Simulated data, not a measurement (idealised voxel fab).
Name of the process module below: voxel double patterning
Displayed cross-section: cut, width of 210 nm, square cells sized 5 nm.
In this document a cross-section is written as a grid of square cells. It is given as a series of bands, listed from the top down, and a band is one or more rows of cells.
Each band's line starts with the height of the band's top and of its bottom, in nm. Then come its materials from left to right, each with its width in nm. One material with "edge to edge" fills the band from edge to edge. "air" is empty space.
Height reference: 0 = level under which incoming wafer is all one material. Lowest band: no bottom, runs on downward, e.g. "0 down".
With a width like "30..40", each row of cells in the band differs from the next by the same amount, the top row carrying the first number and the bottom row the second.
"no alterations made", as given for a step, is the statement that not any cell of the cross-section underwent a change during that step.
Voids not open to the top, 8 cells minimum: see "Enclosed void inventory". Written width x height at distance; distance is from the left edge; nm.
Past the settings on a step's line: simulator remark, on that step.
The setting "overlay nm" may be written on the line of a step. When the step uses a mask, the value reports how far to the right of the planned place the mask lay, and a negative value reports that it lay to the left.
[Process steps foreseen in the plan]
- 1: RECEIVE [material Si]
- 2: CONFORMAL_DEP [material SiO2] [thk nm 5]
- 3: DIRECTIONAL_DEP [material W] [thk nm 10]
- 4: DIRECTIONAL_DEP [material SiN] [thk nm 10]
- 5: MASKED_ETCH [tone open] [mask id FIRST] [width nm 15] [pitch nm 50] [etch materials SiN] [depth nm 10] [overlay nm 0]
- 6: MASKED_ETCH [tone open] [mask id SECOND] [width nm 15] [etch materials SiN] [depth nm 10] [overlay nm 0]
- 7: DIRECTIONAL_ETCH [etch materials W] [depth nm 10]
- 8: STRIP [etch materials SiN]
[Run as planned: first of two wafers]
[As-received wafer cross-section (after step 1)]
- 0 down: Si edge to edge
- Enclosed void inventory: none
[Step 2 complete: cross-section through the wafer]
- 5 to 0: SiO2 edge to edge
- For the remainder of the cross-section, below 0, there is no change.
[Step 3 complete: cross-section through the wafer]
- 15 to 5: W edge to edge
- For the remainder of the cross-section, below 5, there is no change.
[Step 4 complete: cross-section through the wafer]
- 25 to 15: SiN edge to edge
- For the remainder of the cross-section, below 15, there is no change.
[Step 5 complete: cross-section through the wafer]
- 25 to 15: SiN=70, then air=15, then SiN=35, then air=15, then SiN=75
- For the remainder of the cross-section, below 15, there is no change.
[Step 6 complete: cross-section through the wafer]
- 25 to 15: SiN=70, then air=15, then SiN=10, then air=15, then SiN=10, then air=15, then SiN=75
- For the remainder of the cross-section, below 15, there is no change.
[Step 7 complete: cross-section through the wafer]
- 25 to 15: SiN=70, then air=15, then SiN=10, then air=15, then SiN=10, then air=15, then SiN=75
- 15 to 5: W=70, then air=15, then W=10, then air=15, then W=10, then air=15, then W=75
- For the remainder of the cross-section, below 5, there is no change.
[Step 8 complete: cross-section through the wafer]
- 15 to 5: W=70, then air=15, then W=10, then air=15, then W=10, then air=15, then W=75
- For the remainder of the cross-section, below 5, there is no change.
[Companion wafer, the second of two: same beginning, same intended sequence, one mistake in carrying it out; through step 1 inclusive it tracks the first exactly]
[Planned end of step 2: second wafer, cross-section]
- 5 to 0: W edge to edge
- For the remainder of the cross-section, below 0, there is no change.
[Planned end of step 3: second wafer, cross-section]
- 15 to 0: W edge to edge
- For the remainder of the cross-section, below 0, there is no change.
[Planned end of step 4: second wafer, cross-section]
- 25 to 15: SiN edge to edge
- For the remainder of the cross-section, below 15, there is no change.
[Planned end of step 5: second wafer, cross-section]
- 25 to 15: SiN=70, then air=15, then SiN=35, then air=15, then SiN=75
- For the remainder of the cross-section, below 15, there is no change.
[Planned end of step 6: second wafer, cross-section]
- 25 to 15: SiN=70, then air=15, then SiN=10, then air=15, then SiN=10, then air=15, then SiN=75
- For the remainder of the cross-section, below 15, there is no change.
[Planned end of step 7: second wafer, cross-section]
- 25 to 15: SiN=70, then air=15, then SiN=10, then air=15, then SiN=10, then air=15, then SiN=75
- 15 to 5: W=70, then air=15, then W=10, then air=15, then W=10, then air=15, then W=75
- For the remainder of the cross-section, below 5, there is no change.
[Planned end of step 8: second wafer, cross-section]
- 15 to 5: W=70, then air=15, then W=10, then air=15, then W=10, then air=15, then W=75
- For the remainder of the cross-section, below 5, there is no change.
Deviation noted in wafer processing: step 2 went in with a setting other than planned; the actual run was CONFORMAL_DEP [material W] [thk nm 5]
Upon completion, the second wafer contains, in terms of cells, a greater or smaller amount of certain materials than the first wafer: SiO2: 42 fewer, W: 42 more
